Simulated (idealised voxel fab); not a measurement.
This section sets out a process module, namely voxel transistor to metal.
The figure presents cross-section cut, which has a width of 295 nm and is divided into square cells with an edge length of 5 nm.
A cross-section is a grid of square cells, given in bands from the top down. A band is one or more rows of cells. For a band, the entry starts with two heights in nm, that of the top and then that of the bottom, and carries on with the band's materials in order from left to right, each alongside its width in nm; the word "edge to edge" beside a single material means it fills the band edge to edge, and "empty" means empty space. Where do heights start? At 0: under that level the wafer as delivered is made of one material only. And the lowest band has no floor; it just carries on downward, as in "z 0 and below". With a width like "30 to 40", each row of cells in the band differs from the next by the same amount, the top row carrying the first number and the bottom row the second. "nothing changed" -> step changed no cross-section cell. Entry "Enclosed cavity list". Content: empty spaces with no open connection to the top, size 8 cells or greater. Each: width x height at distance. Distance: from left edge. Unit: nm. after a step's settings: what the simulator itself notes on the step. For masked steps, "overlay nm" on the step line gives how far right of plan the mask actually lay; a minus sign means it lay to the left.

**This section lists the process steps that were planned**
1. op RECEIVE | material Si
2. op OXIDIZE | depth nm 5
3. op CONFORMAL_DEP | material SiN | thk nm 10
4. op MASKED_ETCH | tone cover | mask id ACTIVE | width nm 105 | pitch nm 125 | etch materials SiN | depth nm 10 | overlay nm 0
5. op MASKED_ETCH | tone cover | mask id ACTIVE | width nm 105 | pitch nm 125 | etch materials SiO2 | depth nm 5 | overlay nm 0
6. op MASKED_ETCH | tone cover | mask id ACTIVE | width nm 105 | pitch nm 125 | etch materials Si | depth nm 35 | overlay nm 0
7. op OXIDIZE | depth nm 5
8. op FILL_DEP | material SiO2 | thk nm 10
9. op CMP | height nm 10
10. op SELECTIVE_ETCH | etch materials SiO2 | depth nm 5
11. op STRIP | etch materials SiN
12. op SELECTIVE_ETCH | etch materials SiO2 | depth nm 5
13. op OXIDIZE | depth nm 5
14. op DIRECTIONAL_DEP | material polySi | thk nm 25
15. op DIRECTIONAL_DEP | material SiCN | thk nm 10
16. op DIRECTIONAL_DEP | material aC | thk nm 10
17. op PATTERN | tone cover | mask id GATE | material resist | width nm 35 | pitch nm 125 | thk nm 25 | overlay nm 0
18. op DIRECTIONAL_ETCH | etch materials aC | depth nm 10
19. op STRIP | etch materials resist
20. op DIRECTIONAL_ETCH | etch materials SiCN | depth nm 20
21. op DIRECTIONAL_ETCH | etch materials polySi | depth nm 35
22. op STRIP | etch materials aC
23. op CONFORMAL_DEP | material SiN | thk nm 10
24. op DIRECTIONAL_ETCH | etch materials SiN | depth nm 10
25. op DIRECTIONAL_ETCH | etch materials SiO2 | depth nm 5
26. op DIRECTIONAL_ETCH | etch materials Si | depth nm 10
27. op EPI | material nSi | thk nm 15
28. op FILL_DEP | material SiO2 | thk nm 5
29. op CMP | height nm 20
30. op STRIP | etch materials polySi
31. op SELECTIVE_ETCH | etch materials SiO2 | depth nm 5
32. op CONFORMAL_DEP | material HfO2 | thk nm 5
33. op CONFORMAL_DEP | material TiN | thk nm 5
34. op FILL_DEP | material W | thk nm 5
35. op CMP | height nm 15
36. op DIRECTIONAL_DEP | material SiO2 | thk nm 10
37. op DIRECTIONAL_DEP | material aC | thk nm 15
38. op PATTERN | tone open | mask id CONTACT | material resist | width nm 15 | thk nm 35 | overlay nm 0
39. op DIRECTIONAL_ETCH | etch materials aC | depth nm 15
40. op STRIP | etch materials resist
41. op DIRECTIONAL_ETCH | etch materials SiO2 | depth nm 30
42. op STRIP | etch materials aC
43. op CONFORMAL_DEP | material TiN | thk nm 5
44. op FILL_DEP | material W | thk nm 10
45. op CMP | height nm 25
46. op DIRECTIONAL_DEP | material TiN | thk nm 5
47. op DIRECTIONAL_DEP | material W | thk nm 20
48. op DIRECTIONAL_DEP | material aC | thk nm 10
49. op PATTERN | tone cover | mask id METAL_1 | material resist | width nm 15 | thk nm 25 | overlay nm 0
50. op DIRECTIONAL_ETCH | etch materials aC | depth nm 10
51. op STRIP | etch materials resist
52. op DIRECTIONAL_ETCH | etch materials W | depth nm 20
53. op DIRECTIONAL_ETCH | etch materials TiN | depth nm 5
54. op STRIP | etch materials aC
55. op FILL_DEP | material SiO2 | thk nm 5
56. op CMP | height nm 50
57. op CONFORMAL_DEP | material SiCN | thk nm 5
58. op DIRECTIONAL_DEP | material SiO2 | thk nm 30
59. op DIRECTIONAL_DEP | material aC | thk nm 10
60. op PATTERN | tone open | mask id METAL_2 | material resist | width nm 15 | pitch nm 125 | thk nm 30 | overlay nm 0
61. op DIRECTIONAL_ETCH | etch materials aC | depth nm 10
62. op STRIP | etch materials resist
63. op DIRECTIONAL_ETCH | etch materials SiO2 | depth nm 20
64. op STRIP | etch materials aC
65. op DIRECTIONAL_DEP | material aC | thk nm 15
66. op PATTERN | tone open | mask id METAL_2_HOLES | material resist | width nm 15 | pitch nm 125 | thk nm 30 | overlay nm 0
67. op DIRECTIONAL_ETCH | etch materials aC | depth nm 15
68. op STRIP | etch materials resist
69. op DIRECTIONAL_ETCH | etch materials SiO2 | depth nm 10
70. op DIRECTIONAL_ETCH | etch materials SiCN | depth nm 5
71. op STRIP | etch materials aC
72. op CONFORMAL_DEP | material TiN | thk nm 5
73. op FILL_DEP | material Ru | thk nm 10
74. op CMP | height nm 85
75. op CONFORMAL_DEP | material SiN | thk nm 5
All wafers enter the flow in the same state. The width nm at step 49 differs from wafer to wafer, and the plan gives the value for the first wafer.

**This is how the first of several wafers looked in cross-section when it arrived, which is after step 1**
  z 0 and below  Si edge to edge
  Enclosed cavity list: none

**first wafer at the end, after step 75**
  z 90 to 85  SiN edge to edge
  z 85 to 55  35 nm SiO2, then 5 nm TiN, then 5 nm Ru, then 5 nm TiN, then 110 nm SiO2, then 5 nm TiN, then 5 nm Ru, then 5 nm TiN, then 120 nm SiO2
  z 55 to 50  35 nm SiCN, then 15 nm TiN, then 110 nm SiCN, then 15 nm TiN, then 120 nm SiCN
  z 50 to 30  35 nm SiO2, then 15 nm W, then 65 nm SiO2, then 15 nm W, then 30 nm SiO2, then 15 nm W, then 65 nm SiO2, then 15 nm W, then 40 nm SiO2
  z 30 to 25  35 nm SiO2, then 15 nm TiN, then 65 nm SiO2, then 15 nm TiN, then 30 nm SiO2, then 15 nm TiN, then 65 nm SiO2, then 15 nm TiN, then 40 nm SiO2
  z 25 to 15  35 nm SiO2, then 5 nm TiN, then 5 nm W, then 5 nm TiN, then 65 nm SiO2, then 5 nm TiN, then 5 nm W, then 5 nm TiN, then 30 nm SiO2, then 5 nm TiN, then 5 nm W, then 5 nm TiN, then 65 nm SiO2, then 5 nm TiN, then 5 nm W, then 5 nm TiN, then 40 nm SiO2
  z 15 to 10  35 nm SiO2, then 5 nm TiN, then 5 nm W, then 5 nm TiN, then 5 nm SiO2, then 10 nm SiN, then 5 nm HfO2, then 5 nm TiN, then 15 nm W, then 5 nm TiN, then 5 nm HfO2, then 10 nm SiN, then 5 nm SiO2, then 5 nm TiN, then 5 nm W, then 5 nm TiN, then 30 nm SiO2, then 5 nm TiN, then 5 nm W, then 5 nm TiN, then 5 nm SiO2, then 10 nm SiN, then 5 nm HfO2, then 5 nm TiN, then 15 nm W, then 5 nm TiN, then 5 nm HfO2, then 10 nm SiN, then 5 nm SiO2, then 5 nm TiN, then 5 nm W, then 5 nm TiN, then 40 nm SiO2
  z 10 to 5  35 nm SiO2, then 15 nm TiN, then 5 nm SiO2, then 10 nm SiN, then 5 nm HfO2, then 5 nm TiN, then 15 nm W, then 5 nm TiN, then 5 nm HfO2, then 10 nm SiN, then 5 nm SiO2, then 15 nm TiN, then 30 nm SiO2, then 15 nm TiN, then 5 nm SiO2, then 10 nm SiN, then 5 nm HfO2, then 5 nm TiN, then 15 nm W, then 5 nm TiN, then 5 nm HfO2, then 10 nm SiN, then 5 nm SiO2, then 15 nm TiN, then 40 nm SiO2
  z 5 to 0  35 nm SiO2, then 5 nm TiN, then 15 nm nSi, then 10 nm SiN, then 5 nm HfO2, then 5 nm TiN, then 15 nm W, then 5 nm TiN, then 5 nm HfO2, then 10 nm SiN, then 15 nm nSi, then 5 nm TiN, then 30 nm SiO2, then 5 nm TiN, then 15 nm nSi, then 10 nm SiN, then 5 nm HfO2, then 5 nm TiN, then 15 nm W, then 5 nm TiN, then 5 nm HfO2, then 10 nm SiN, then 15 nm nSi, then 5 nm TiN, then 40 nm SiO2
  z 0 to -5  25 nm SiO2, then 10 nm SiN, then 5 nm TiN, then 15 nm nSi, then 10 nm SiN, then 5 nm HfO2, then 25 nm TiN, then 5 nm HfO2, then 10 nm SiN, then 15 nm nSi, then 5 nm TiN, then 10 nm SiN, then 10 nm SiO2, then 10 nm SiN, then 5 nm TiN, then 15 nm nSi, then 10 nm SiN, then 5 nm HfO2, then 25 nm TiN, then 5 nm HfO2, then 10 nm SiN, then 15 nm nSi, then 5 nm TiN, then 10 nm SiN, then 30 nm SiO2
  z -5 to -10  35 nm SiO2, then 20 nm nSi, then 5 nm SiO2, then 45 nm HfO2, then 5 nm SiO2, then 20 nm nSi, then 30 nm SiO2, then 20 nm nSi, then 5 nm SiO2, then 45 nm HfO2, then 5 nm SiO2, then 20 nm nSi, then 40 nm SiO2
  z -10 to -20  35 nm SiO2, then 20 nm nSi, then 55 nm Si, then 20 nm nSi, then 30 nm SiO2, then 20 nm nSi, then 55 nm Si, then 20 nm nSi, then 40 nm SiO2
  z -20 to -45  35 nm SiO2, then 95 nm Si, then 30 nm SiO2, then 95 nm Si, then 40 nm SiO2
  z -45 and below  Si edge to edge
  Enclosed cavity list: none

**So this is the cross-section on the last wafer at the end of the module**
  z 90 to 85  SiN edge to edge
  z 85 to 55  35 nm SiO2, then 5 nm TiN, then 5 nm Ru, then 5 nm TiN, then 110 nm SiO2, then 5 nm TiN, then 5 nm Ru, then 5 nm TiN, then 120 nm SiO2
  z 55 to 50  35 nm SiCN, then 15 nm TiN, then 110 nm SiCN, then 15 nm TiN, then 120 nm SiCN
  z 50 to 30  30 nm SiO2, then 30 nm W, then 50 nm SiO2, then 30 nm W, then 15 nm SiO2, then 30 nm W, then 50 nm SiO2, then 30 nm W, then 30 nm SiO2
  z 30 to 25  30 nm SiO2, then 30 nm TiN, then 50 nm SiO2, then 30 nm TiN, then 15 nm SiO2, then 30 nm TiN, then 50 nm SiO2, then 30 nm TiN, then 30 nm SiO2
  z 25 to 15  35 nm SiO2, then 5 nm TiN, then 5 nm W, then 5 nm TiN, then 65 nm SiO2, then 5 nm TiN, then 5 nm W, then 5 nm TiN, then 30 nm SiO2, then 5 nm TiN, then 5 nm W, then 5 nm TiN, then 65 nm SiO2, then 5 nm TiN, then 5 nm W, then 5 nm TiN, then 40 nm SiO2
  z 15 to 10  35 nm SiO2, then 5 nm TiN, then 5 nm W, then 5 nm TiN, then 5 nm SiO2, then 10 nm SiN, then 5 nm HfO2, then 5 nm TiN, then 15 nm W, then 5 nm TiN, then 5 nm HfO2, then 10 nm SiN, then 5 nm SiO2, then 5 nm TiN, then 5 nm W, then 5 nm TiN, then 30 nm SiO2, then 5 nm TiN, then 5 nm W, then 5 nm TiN, then 5 nm SiO2, then 10 nm SiN, then 5 nm HfO2, then 5 nm TiN, then 15 nm W, then 5 nm TiN, then 5 nm HfO2, then 10 nm SiN, then 5 nm SiO2, then 5 nm TiN, then 5 nm W, then 5 nm TiN, then 40 nm SiO2
  z 10 to 5  35 nm SiO2, then 15 nm TiN, then 5 nm SiO2, then 10 nm SiN, then 5 nm HfO2, then 5 nm TiN, then 15 nm W, then 5 nm TiN, then 5 nm HfO2, then 10 nm SiN, then 5 nm SiO2, then 15 nm TiN, then 30 nm SiO2, then 15 nm TiN, then 5 nm SiO2, then 10 nm SiN, then 5 nm HfO2, then 5 nm TiN, then 15 nm W, then 5 nm TiN, then 5 nm HfO2, then 10 nm SiN, then 5 nm SiO2, then 15 nm TiN, then 40 nm SiO2
  z 5 to 0  35 nm SiO2, then 5 nm TiN, then 15 nm nSi, then 10 nm SiN, then 5 nm HfO2, then 5 nm TiN, then 15 nm W, then 5 nm TiN, then 5 nm HfO2, then 10 nm SiN, then 15 nm nSi, then 5 nm TiN, then 30 nm SiO2, then 5 nm TiN, then 15 nm nSi, then 10 nm SiN, then 5 nm HfO2, then 5 nm TiN, then 15 nm W, then 5 nm TiN, then 5 nm HfO2, then 10 nm SiN, then 15 nm nSi, then 5 nm TiN, then 40 nm SiO2
  z 0 to -5  25 nm SiO2, then 10 nm SiN, then 5 nm TiN, then 15 nm nSi, then 10 nm SiN, then 5 nm HfO2, then 25 nm TiN, then 5 nm HfO2, then 10 nm SiN, then 15 nm nSi, then 5 nm TiN, then 10 nm SiN, then 10 nm SiO2, then 10 nm SiN, then 5 nm TiN, then 15 nm nSi, then 10 nm SiN, then 5 nm HfO2, then 25 nm TiN, then 5 nm HfO2, then 10 nm SiN, then 15 nm nSi, then 5 nm TiN, then 10 nm SiN, then 30 nm SiO2
  z -5 to -10  35 nm SiO2, then 20 nm nSi, then 5 nm SiO2, then 45 nm HfO2, then 5 nm SiO2, then 20 nm nSi, then 30 nm SiO2, then 20 nm nSi, then 5 nm SiO2, then 45 nm HfO2, then 5 nm SiO2, then 20 nm nSi, then 40 nm SiO2
  z -10 to -20  35 nm SiO2, then 20 nm nSi, then 55 nm Si, then 20 nm nSi, then 30 nm SiO2, then 20 nm nSi, then 55 nm Si, then 20 nm nSi, then 40 nm SiO2
  z -20 to -45  35 nm SiO2, then 95 nm Si, then 30 nm SiO2, then 95 nm Si, then 40 nm SiO2
  z -45 and below  Si edge to edge
  Enclosed cavity list: none

**Gained (+) or lost (-) cells of each material since receipt, then closed voids: one row per wafer, at the end of the module**
width nm 15; +34 HfO2; +12 Ru; -297 Si; +53 SiCN; +99 SiN; +903 SiO2; +108 TiN; +78 W; +72 nSi; Enclosed cavity list: none
width nm 20; +34 HfO2; +12 Ru; -297 Si; +53 SiCN; +99 SiN; +883 SiO2; +112 TiN; +94 W; +72 nSi; Enclosed cavity list: none
width nm 25; +34 HfO2; +12 Ru; -297 Si; +53 SiCN; +99 SiN; +863 SiO2; +116 TiN; +110 W; +72 nSi; Enclosed cavity list: none
width nm 30; +34 HfO2; +12 Ru; -297 Si; +53 SiCN; +99 SiN; +843 SiO2; +120 TiN; +126 W; +72 nSi; Enclosed cavity list: none
